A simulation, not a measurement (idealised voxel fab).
Process module heading - voxel gate over fins
It is cross-section cut that appears here, measuring 210 nm in width, its square cells being 5 nm in size.
This document writes a cross-section as a grid whose cells are square, and gives it as bands, listed from the top down; one or more rows of cells form a band.
For a band, the entry starts with two heights in nm, that of the top and then that of the bottom, and carries on with the band's materials in order from left to right, each alongside its width in nm; the word "throughout" beside a single material means it fills the band edge to edge, and "empty" means empty space.
For the purposes of this specification, 0 denotes the height below which the wafer in its as-received condition is composed wholly of one material, and the lowermost band, lacking a lower limit, extends downward without end, as expressed in "0 and below".
You'd read "30..40" like this: the band's top row of cells is as wide as the first number, its bottom row is as wide as the second, and going down, every row changes width by the same amount as the row before did.
When a step is marked "no change", none of the cells in the cross-section changed during that step.
Each empty space that has no open way to the top and spans at least 8 cells appears under "Enclosed empty spaces" as width x height at distance, the distance counted from the left edge, all in nm.
It should be noted that, on the line of a given step, the content following the step's settings is a remark produced by the simulator itself with respect to that step.
"overlay nm" denotes, for a step that has a mask, the displacement of the mask to the right of its planned place, with negative values corresponding to the left.

# Here's what the planned process steps look like
1 op RECEIVE | material Si
2 op CONFORMAL_DEP | material SiN | thk nm 10
3 op MASKED_ETCH | tone cover | mask id FINS | width nm 15 | pitch nm 40 | etch materials SiN | depth nm 10 | overlay nm 0
4 op MASKED_ETCH | tone cover | mask id FINS | width nm 15 | pitch nm 40 | etch materials Si | depth nm 35 | overlay nm -15
5 op OXIDIZE | depth nm 5
6 op FILL_DEP | material SiO2 | thk nm 15
7 op CMP | height nm 10
8 op SELECTIVE_ETCH | etch materials SiO2 | depth nm 20
9 op STRIP | etch materials SiN
10 op CONFORMAL_DEP | material HfO2 | thk nm 5
11 op CONFORMAL_DEP | material TiN | thk nm 5
12 op FILL_DEP | material W | thk nm 15
13 op CMP | height nm 20
14 op CONFORMAL_DEP | material SiN | thk nm 5
Where the wafers of this document differ is in the overlay nm of step 4; they start out the same, and the plan states the value that applied to the first wafer.

# Cross-section, first of several wafers, as delivered after step 1
> 0 and below  Si throughout
> Enclosed empty spaces: none

# Below is a per-wafer table. In it, each row describes the wafer at the end of the module by giving, for each material, the number of cells gained (+) or lost (-) since the wafer was received, and after that the closed voids of the wafer
overlay nm -15; +50 HfO2; -278 Si; +42 SiN; +204 SiO2; +50 TiN; +142 W; Enclosed empty spaces: none
overlay nm -10; +50 HfO2; -292 Si; +42 SiN; +216 SiO2; +50 TiN; +144 W; Enclosed empty spaces: none
overlay nm -5; +50 HfO2; -306 Si; +42 SiN; +228 SiO2; +50 TiN; +146 W; Enclosed empty spaces: none
overlay nm 0; +50 HfO2; -320 Si; +42 SiN; +240 SiO2; +50 TiN; +148 W; Enclosed empty spaces: none
overlay nm 5; +50 HfO2; -306 Si; +42 SiN; +228 SiO2; +50 TiN; +146 W; Enclosed empty spaces: none
overlay nm 10; +50 HfO2; -292 Si; +42 SiN; +216 SiO2; +50 TiN; +144 W; Enclosed empty spaces: none
overlay nm 15; +50 HfO2; -278 Si; +42 SiN; +204 SiO2; +50 TiN; +142 W; Enclosed empty spaces: none
